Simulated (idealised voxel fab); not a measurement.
voxel released beams: a process module
Section shown: cut. Width: 265 nm. Cell size: 5 nm, square.
The cross-sections in this document take the form of a grid made of square cells. They are written out as bands, in order from top to bottom. Each band consists of one or more rows of cells.
Heads up on the band format: heights come first, top then bottom, in nm. After that it's the materials left to right, each with its width in nm. A single material flagged "full width" fills the whole band edge to edge, and "empty" means there's empty space there.
It should be noted that heights are counted from 0, beneath which the wafer as supplied is of one material throughout, and that the lowest band possesses no lower boundary but continues downward, as written in "0..down".
Think of "30 to 40" as a width that walks from the first number to the second as you go down the band, top row to bottom row, taking equal-sized steps from row to row.
Given "no alterations made" for a step, no cell of the cross-section differs between before and after that step.
Closed empty spaces (no open way to the top) of 8 cells or more are what "Closed void list" lists, each as width x height at distance from the left edge, nm for all three.
That trailing text on a step's line, after the settings, is the simulator's own remark on the step.
overlay nm, on a step with a mask: how far to the right of its planned place the mask lay; to the left if negative

Planned process steps
1 RECEIVE (material Si)
2 CONFORMAL_DEP (material SiN; thk nm 5)
3 DIRECTIONAL_DEP (material SiO2; thk nm 20)
4 DIRECTIONAL_DEP (material aC; thk nm 15)
5 PATTERN (tone open; mask id ANCHOR; material resist; width nm 45; thk nm 35; overlay nm 0)
6 DIRECTIONAL_ETCH (etch materials aC; depth nm 15)
7 STRIP (etch materials resist)
8 DIRECTIONAL_ETCH (etch materials SiO2; depth nm 20)
9 STRIP (etch materials aC)
10 CONFORMAL_DEP (material W; thk nm 15)
11 DIRECTIONAL_DEP (material aC; thk nm 10)
12 PATTERN (tone cover; mask id BEAM; material resist; width nm 95; thk nm 30; overlay nm 0)
13 DIRECTIONAL_ETCH (etch materials aC; depth nm 10)
14 STRIP (etch materials resist)
15 DIRECTIONAL_ETCH (etch materials W; depth nm 15)
16 STRIP (etch materials aC)
17 STRIP (etch materials SiO2)

Incoming wafer in cross-section (state: after step 1)
- 0..down: Si full width
- Closed void list: none

first wafer at the end, as planned
- 40..25: 80 empty | 20 W | 15 empty | 60 W | 90 empty
- 25..20: 85 empty | 15 W | 15 empty | 15 W | 135 empty
- 20..5: 85 empty | 45 W | 135 empty
- 5..0: SiN full width
- 0..down: Si full width
- Closed void list: none

second wafer at the end: like start, like plan, one mistake
- 35..20: 80 empty | 20 W | 15 empty | 60 W | 90 empty
- 20..15: 85 empty | 15 W | 15 empty | 15 W | 135 empty
- 15..0: 85 empty | 45 W | 135 empty
- 0..down: Si full width
- Closed void list: none
Which mistake was made when the wafer was run? it should be noted that step 2 of the plan was omitted and was not performed
End check, counted in cells, second wafer has more or fewer of these materials than the first: -53 SiN
